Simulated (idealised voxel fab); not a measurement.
Title: Process Module voxel released beams
Xsec cut, 145 nm wide, square cell size 5 nm.
Throughout this document, each cross-section is represented as a grid of square cells and is presented as a sequence of bands enumerated from the top downward, where a band comprises one or more rows of cells.
Basically the band line says how high the top is and how high the bottom is, in nm, and then what's in it from left to right, every material with its width in nm. Empty space shows up as "air", and if a single material carries "all across" it runs the full band edge to edge.
Where do heights start? At 0: under that level the wafer as delivered is made of one material only. And the lowest band has no floor; it just carries on downward, as in "top 0, no bottom".
With a width like "30 to 40", each row of cells in the band differs from the next by the same amount, the top row carrying the first number and the bottom row the second.
Reading "remained unchanged" for a step: not a cell of the cross-section changed in it.
Each empty space that has no open way to the top and spans at least 8 cells appears under "Enclosed cavity list" as width x height at distance, the distance counted from the left edge, all in nm.
What comes after the settings on a step's line is commentary from the simulator itself on that step.
overlay nm: step with mask; distance mask lay right of planned place; negative value = left of planned place.
Process steps (planned):
1: RECEIVE,material Si
2: CONFORMAL_DEP,material Al2O3,thk nm 5
3: DIRECTIONAL_DEP,material SiO2,thk nm 20
4: DIRECTIONAL_DEP,material aC,thk nm 10
5: PATTERN,tone open,mask id ANCHOR,material resist,width nm 25,thk nm 30,overlay nm 0
6: DIRECTIONAL_ETCH,etch materials aC,depth nm 10
7: STRIP,etch materials resist
8: DIRECTIONAL_ETCH,etch materials SiO2,depth nm 20
9: STRIP,etch materials aC
10: CONFORMAL_DEP,material polySi,thk nm 10
11: DIRECTIONAL_DEP,material aC,thk nm 15
12: PATTERN,tone cover,mask id BEAM,material resist,width nm 80,thk nm 30,overlay nm 0
13: DIRECTIONAL_ETCH,etch materials aC,depth nm 15
14: STRIP,etch materials resist
15: DIRECTIONAL_ETCH,etch materials polySi,depth nm 10
16: STRIP,etch materials aC
17: STRIP,etch materials SiO2
As-received state of the wafer in cross-section, equivalent to post-step 1:
    top 0, no bottom = Si all across
    Enclosed cavity list: none
End-of-module cross-section of the first of two wafers, processed as planned:
    top 35, bottom 25 = 30 of air | 15 of polySi | 5 of air | 60 of polySi | 35 of air
    top 25, bottom 15 = 35 of air | 10 of polySi | 5 of air | 10 of polySi | 85 of air
    top 15, bottom 5 = 35 of air | 25 of polySi | 85 of air
    top 5, bottom 0 = Al2O3 all across
    top 0, no bottom = Si all across
    Enclosed cavity list: none
Here's the second of our two wafers sectioned at module end. Same start as the first, same plan, but one mistake got made running it:
    top 35, bottom 25 = 30 of air | 40 of polySi | 75 of air
    top 25, bottom 15 = 25 of air | 10 of polySi | 25 of SiO2 | 10 of polySi | 75 of air
    top 15, bottom 5 = 25 of air | 10 of polySi | 25 of SiO2 | 50 of polySi | 35 of air
    top 5, bottom 0 = Al2O3 all across
    top 0, no bottom = Si all across
    Enclosed cavity list: none
What went wrong in running the wafer? for step 5, the planned setting was not used; the step was instead run as PATTERN,tone cover,mask id ANCHOR,material resist,width nm 25,thk nm 30,overlay nm 0
Upon completion, the second wafer contains, in terms of cells, a greater or smaller amount of certain materials than the first wafer: SiO2 +20
